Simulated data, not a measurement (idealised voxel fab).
Process module, titled voxel released beams
This is section cut - it's 225 nm across, gridded in 5 nm square cells.
Cross-section spec: square-cell grid; bands listed top down; each band is one or more rows.
Heights first: top, then bottom, in nm. Then materials, left to right, each with a width in nm. "all across" on a single material: fills the band edge to edge. "empty": empty space.
A quick word on heights: they are counted from 0, and under that level the wafer as it came to us is one material throughout. The lowest band is different from the rest in having no bottom; it simply continues downward, written as in "0 nm and below".
Think of "30..40" as a width that walks from the first number to the second as you go down the band, top row to bottom row, taking equal-sized steps from row to row.
Step marked "same as before"? Then no cell in the cross-section changed in it.
The entry titled "Closed-off voids" provides the empty spaces that have no open way to the top, restricted to those of 8 cells or more. Each is presented as width x height at distance, the distance being measured from the left edge, with all three in nm.
Read whatever lies past the settings on a step's line as the simulator's own remark about the step.
When a step includes a mask, the "overlay nm" setting on its line states how far to the right of its planned place that mask lay, and negative values state how far to the left.

HERE'S WHAT THE PLANNED PROCESS STEPS LOOK LIKE
1 op RECEIVE | material Si
2 op CONFORMAL_DEP | material Al2O3 | thk nm 5
3 op DIRECTIONAL_DEP | material SiO2 | thk nm 15
4 op MASKED_ETCH | tone open | mask id ANCHOR | width nm 35 | etch materials SiO2 | depth nm 15 | overlay nm 0
5 op CONFORMAL_DEP | material SiN | thk nm 10
6 op MASKED_ETCH | tone cover | mask id BEAM | width nm 100 | etch materials SiN | depth nm 10 | overlay nm 0
7 op STRIP | etch materials SiO2

SO THIS IS THE INCOMING WAFER IN CROSS-SECTION - IT'S ALREADY BEEN THROUGH STEP 1
  0 nm and below | Si all across
  Closed-off voids: none

SAME STARTING WAFER, SAME PLAN AS ABOVE, ONE MISTAKE IN THE EXECUTION; THIS IS THE CROSS-SECTION AT THE END OF THE MODULE
  30 nm to 20 nm | empty (65), then SiN (10), then empty (15), then SiN (75), then empty (60)
  20 nm to 15 nm | empty (65), then SiN (10), then empty (15), then SiN (10), then empty (125)
  15 nm to 5 nm | empty (65), then SiN (35), then empty (125)
  5 nm to 0 nm | Al2O3 all across
  0 nm and below | Si all across
  Closed-off voids: none
The mistake made against the process plan was this: step 6 ran with different settings than intended, the actual operation and settings being op MASKED_ETCH | tone cover | mask id BEAM | width nm 100 | etch materials SiN | depth nm 10 | overlay nm 5
